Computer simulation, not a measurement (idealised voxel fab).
voxel transistor to metal: a process module
The cross-section on display is named cut; it measures 275 nm wide, and its cells are 5 nm squares.
Just so we're on the same page, the cross-sections are grids of square cells, and they're listed out in bands top to bottom, each band one or more rows deep.
Top, bottom (nm), then materials left to right with widths (nm); lone material tagged "edge to edge" fills the whole band edge to edge; "blank" = empty space.
Basically, 0 is our baseline, since under it the wafer straight out of the box is all one material. The bottom band has no lower end and keeps on going down, so it looks like "0 down".
So if you see something like "30..40" for the width, read it as the top row of the band sitting at the first number and the bottom row at the second, with every row in between moving by the same amount as the last.
Where a step carries "all unchanged", the cross-section came out of it unchanged, cell for cell.
Listed in "Closed void list": every empty space of 8 or more cells without an open way to the top. Form: width x height at distance, the distance being from the left edge, all in nm.
On a step's line, text after the settings is the simulator commenting on that step.
Each step line may optionally specify "overlay nm", which for a step with a mask gives the rightward distance between the mask's planned place and where it lay, a negative value indicating the leftward direction.
**List of planned process steps**
step 1: op RECEIVE | material Si
step 2: op CONFORMAL_DEP | material SiO2 | thk nm 5
step 3: op CONFORMAL_DEP | material SiN | thk nm 10
step 4: op PATTERN | tone cover | mask id ACTIVE | material resist | width nm 105 | pitch nm 125 | thk nm 20 | overlay nm 0
step 5: op DIRECTIONAL_ETCH | etch materials SiN | depth nm 10
step 6: op DIRECTIONAL_ETCH | etch materials SiO2 | depth nm 5
step 7: op DIRECTIONAL_ETCH | etch materials Si | depth nm 30
step 8: op STRIP | etch materials resist
step 9: op FILL_DEP | material SiO2 | thk nm 15
step 10: op CMP | height nm 15
step 11: op SELECTIVE_ETCH | etch materials SiO2 | depth nm 5
step 12: op STRIP | etch materials SiN
step 13: op SELECTIVE_ETCH | etch materials SiO2 | depth nm 5
step 14: op OXIDIZE | depth nm 5
step 15: op DIRECTIONAL_DEP | material polySi | thk nm 20
step 16: op DIRECTIONAL_DEP | material SiCN | thk nm 10
step 17: op PATTERN | tone cover | mask id GATE | material resist | width nm 15 | pitch nm 125 | thk nm 20 | overlay nm 0
step 18: op DIRECTIONAL_ETCH | etch materials SiCN | depth nm 20
step 19: op DIRECTIONAL_ETCH | etch materials polySi | depth nm 30
step 20: op STRIP | etch materials resist
step 21: op CONFORMAL_DEP | material SiN | thk nm 10
step 22: op DIRECTIONAL_ETCH | etch materials SiN | depth nm 10
step 23: op DIRECTIONAL_ETCH | etch materials SiO2 | depth nm 5
step 24: op DIRECTIONAL_ETCH | etch materials Si | depth nm 10
step 25: op EPI | material SiGe | thk nm 15
step 26: op FILL_DEP | material SiO2 | thk nm 5
step 27: op CMP | height nm 30
step 28: op DIRECTIONAL_DEP | material SiO2 | thk nm 15
step 29: op DIRECTIONAL_DEP | material aC | thk nm 10
step 30: op PATTERN | tone open | mask id CONTACT | material resist | width nm 30 | thk nm 25 | overlay nm 0
step 31: op DIRECTIONAL_ETCH | etch materials aC | depth nm 10
step 32: op STRIP | etch materials resist
step 33: op DIRECTIONAL_ETCH | etch materials SiO2 | depth nm 35
step 34: op STRIP | etch materials aC
step 35: op CONFORMAL_DEP | material TiN | thk nm 5
step 36: op FILL_DEP | material W | thk nm 5
step 37: op CMP | height nm 45
step 38: op CONFORMAL_DEP | material SiCN | thk nm 5
step 39: op DIRECTIONAL_DEP | material lowk | thk nm 15
step 40: op MASKED_ETCH | tone open | mask id METAL_1 | width nm 20 | etch materials lowk | depth nm 15 | overlay nm 0
step 41: op MASKED_ETCH | tone open | mask id METAL_1 | width nm 20 | etch materials SiCN | depth nm 5 | overlay nm 0
step 42: op CONFORMAL_DEP | material TiN | thk nm 5
step 43: op FILL_DEP | material Ru | thk nm 5
step 44: op CMP | height nm 65
step 45: op CONFORMAL_DEP | material SiN | thk nm 5
Keep in mind the plan's value for the width nm of step 17 comes from the first wafer; the wafers don't share that setting, but they do share the same starting point.
**The first of several wafers, as received after step 1, seen in section**
- 0 down | Si edge to edge
- Closed void list: none
**The figure below presents a cross-section of the first of several wafers at the conclusion of the module, following its last step, step 45**
- 70 to 65 | SiN edge to edge
- 65 to 50 | lowk 25 nm, TiN 5 nm, Ru 10 nm, TiN 5 nm, lowk 55 nm, TiN 5 nm, Ru 10 nm, TiN 5 nm, lowk 30 nm, TiN 5 nm, Ru 10 nm, TiN 5 nm, lowk 55 nm, TiN 5 nm, Ru 10 nm, TiN 5 nm, lowk 30 nm
- 50 to 45 | SiCN 25 nm, TiN 20 nm, SiCN 55 nm, TiN 20 nm, SiCN 30 nm, TiN 20 nm, SiCN 55 nm, TiN 20 nm, SiCN 30 nm
- 45 to 30 | SiO2 25 nm, TiN 5 nm, W 20 nm, TiN 5 nm, SiO2 35 nm, TiN 5 nm, W 20 nm, TiN 5 nm, SiO2 30 nm, TiN 5 nm, W 20 nm, TiN 5 nm, SiO2 35 nm, TiN 5 nm, W 20 nm, TiN 5 nm, SiO2 30 nm
- 30 to 20 | SiO2 25 nm, TiN 5 nm, W 20 nm, TiN 5 nm, SiN 10 nm, SiCN 15 nm, SiN 10 nm, TiN 5 nm, W 20 nm, TiN 5 nm, SiO2 30 nm, TiN 5 nm, W 20 nm, TiN 5 nm, SiN 10 nm, SiCN 15 nm, SiN 10 nm, TiN 5 nm, W 20 nm, TiN 5 nm, SiO2 30 nm
- 20 to 15 | SiO2 25 nm, TiN 5 nm, W 20 nm, TiN 5 nm, SiN 10 nm, polySi 15 nm, SiN 10 nm, TiN 5 nm, W 20 nm, TiN 5 nm, SiO2 30 nm, TiN 5 nm, W 20 nm, TiN 5 nm, SiN 10 nm, polySi 15 nm, SiN 10 nm, TiN 5 nm, W 20 nm, TiN 5 nm, SiO2 30 nm
- 15 to 10 | SiO2 25 nm, TiN 30 nm, SiN 10 nm, polySi 15 nm, SiN 10 nm, TiN 30 nm, SiO2 30 nm, TiN 30 nm, SiN 10 nm, polySi 15 nm, SiN 10 nm, TiN 30 nm, SiO2 30 nm
- 10 to 5 | SiO2 20 nm, SiGe 35 nm, SiN 10 nm, polySi 15 nm, SiN 10 nm, SiGe 35 nm, SiO2 20 nm, SiGe 35 nm, SiN 10 nm, polySi 15 nm, SiN 10 nm, SiGe 35 nm, SiO2 25 nm
- 5 to 0 | SiO2 15 nm, SiN 10 nm, SiGe 30 nm, SiN 10 nm, polySi 15 nm, SiN 10 nm, SiGe 30 nm, SiN 10 nm, SiO2 10 nm, SiN 10 nm, SiGe 30 nm, SiN 10 nm, polySi 15 nm, SiN 10 nm, SiGe 30 nm, SiN 10 nm, SiO2 20 nm
- 0 to -5 | SiO2 25 nm, SiGe 30 nm, SiO2 35 nm, SiGe 30 nm, SiO2 30 nm, SiGe 30 nm, SiO2 35 nm, SiGe 30 nm, SiO2 30 nm
- -5 to -15 | SiO2 20 nm, Si 5 nm, SiGe 30 nm, Si 35 nm, SiGe 30 nm, Si 5 nm, SiO2 20 nm, Si 5 nm, SiGe 30 nm, Si 35 nm, SiGe 30 nm, Si 5 nm, SiO2 25 nm
- -15 to -30 | SiO2 20 nm, Si 105 nm, SiO2 20 nm, Si 105 nm, SiO2 25 nm
- -30 down | Si edge to edge
- Closed void list: none
**Showing the last wafer in cross-section at the end of the module**
- 70 to 65 | SiN edge to edge
- 65 to 50 | lowk 25 nm, TiN 5 nm, Ru 10 nm, TiN 5 nm, lowk 55 nm, TiN 5 nm, Ru 10 nm, TiN 5 nm, lowk 30 nm, TiN 5 nm, Ru 10 nm, TiN 5 nm, lowk 55 nm, TiN 5 nm, Ru 10 nm, TiN 5 nm, lowk 30 nm
- 50 to 45 | SiCN 25 nm, TiN 20 nm, SiCN 55 nm, TiN 20 nm, SiCN 30 nm, TiN 20 nm, SiCN 55 nm, TiN 20 nm, SiCN 30 nm
- 45 to 35 | SiO2 25 nm, TiN 5 nm, W 20 nm, TiN 5 nm, SiO2 35 nm, TiN 5 nm, W 20 nm, TiN 5 nm, SiO2 30 nm, TiN 5 nm, W 20 nm, TiN 5 nm, SiO2 35 nm, TiN 5 nm, W 20 nm, TiN 5 nm, SiO2 30 nm
- 35 to 30 | SiO2 25 nm, TiN 5 nm, W 10 nm, TiN 15 nm, SiO2 35 nm, TiN 20 nm, W 5 nm, TiN 5 nm, SiO2 30 nm, TiN 5 nm, W 10 nm, TiN 15 nm, SiO2 35 nm, TiN 20 nm, W 5 nm, TiN 5 nm, SiO2 30 nm
- 30 to 20 | SiO2 25 nm, TiN 5 nm, W 10 nm, TiN 5 nm, SiN 10 nm, SiCN 40 nm, SiN 10 nm, TiN 5 nm, W 5 nm, TiN 5 nm, SiO2 30 nm, TiN 5 nm, W 10 nm, TiN 5 nm, SiN 10 nm, SiCN 40 nm, SiN 10 nm, TiN 5 nm, W 5 nm, TiN 5 nm, SiO2 30 nm
- 20 to 15 | SiO2 25 nm, TiN 5 nm, W 10 nm, TiN 5 nm, SiN 10 nm, polySi 40 nm, SiN 10 nm, TiN 5 nm, W 5 nm, TiN 5 nm, SiO2 30 nm, TiN 5 nm, W 10 nm, TiN 5 nm, SiN 10 nm, polySi 40 nm, SiN 10 nm, TiN 5 nm, W 5 nm, TiN 5 nm, SiO2 30 nm
- 15 to 10 | SiO2 25 nm, TiN 20 nm, SiN 10 nm, polySi 40 nm, SiN 10 nm, TiN 15 nm, SiO2 30 nm, TiN 20 nm, SiN 10 nm, polySi 40 nm, SiN 10 nm, TiN 15 nm, SiO2 30 nm
- 10 to 5 | SiO2 20 nm, SiGe 25 nm, SiN 10 nm, polySi 40 nm, SiN 10 nm, SiGe 20 nm, SiO2 20 nm, SiGe 25 nm, SiN 10 nm, polySi 40 nm, SiN 10 nm, SiGe 20 nm, SiO2 25 nm
- 5 to 0 | SiO2 15 nm, SiN 10 nm, SiGe 20 nm, SiN 10 nm, polySi 40 nm, SiN 10 nm, SiGe 15 nm, SiN 10 nm, SiO2 10 nm, SiN 10 nm, SiGe 20 nm, SiN 10 nm, polySi 40 nm, SiN 10 nm, SiGe 15 nm, SiN 10 nm, SiO2 20 nm
- 0 to -5 | SiO2 25 nm, SiGe 20 nm, SiO2 60 nm, SiGe 15 nm, SiO2 30 nm, SiGe 20 nm, SiO2 60 nm, SiGe 15 nm, SiO2 30 nm
- -5 to -15 | SiO2 20 nm, Si 5 nm, SiGe 20 nm, Si 60 nm, SiGe 15 nm, Si 5 nm, SiO2 20 nm, Si 5 nm, SiGe 20 nm, Si 60 nm, SiGe 15 nm, Si 5 nm, SiO2 25 nm
- -15 to -30 | SiO2 20 nm, Si 105 nm, SiO2 20 nm, Si 105 nm, SiO2 25 nm
- -30 down | Si edge to edge
- Closed void list: none
**Rows = wafers. At module end, each row lists per material the cells gained (+) or lost (-) since the wafer was received, then the closed voids**
width nm 15 | +24 Ru | -168 Si | +51 SiCN | +124 SiGe | +111 SiN | +279 SiO2 | +112 TiN | +96 W | +117 lowk | +24 polySi | Closed void list: none
width nm 20 | +24 Ru | -164 Si | +55 SiCN | +114 SiGe | +111 SiN | +281 SiO2 | +112 TiN | +88 W | +117 lowk | +32 polySi | Closed void list: none
width nm 25 | +24 Ru | -160 Si | +59 SiCN | +104 SiGe | +111 SiN | +283 SiO2 | +112 TiN | +80 W | +117 lowk | +40 polySi | Closed void list: none
width nm 30 | +24 Ru | -156 Si | +63 SiCN | +94 SiGe | +111 SiN | +285 SiO2 | +112 TiN | +72 W | +117 lowk | +48 polySi | Closed void list: none
width nm 35 | +24 Ru | -152 Si | +67 SiCN | +84 SiGe | +111 SiN | +287 SiO2 | +112 TiN | +64 W | +117 lowk | +56 polySi | Closed void list: none
width nm 40 | +24 Ru | -148 Si | +71 SiCN | +74 SiGe | +111 SiN | +289 SiO2 | +112 TiN | +56 W | +117 lowk | +64 polySi | Closed void list: none
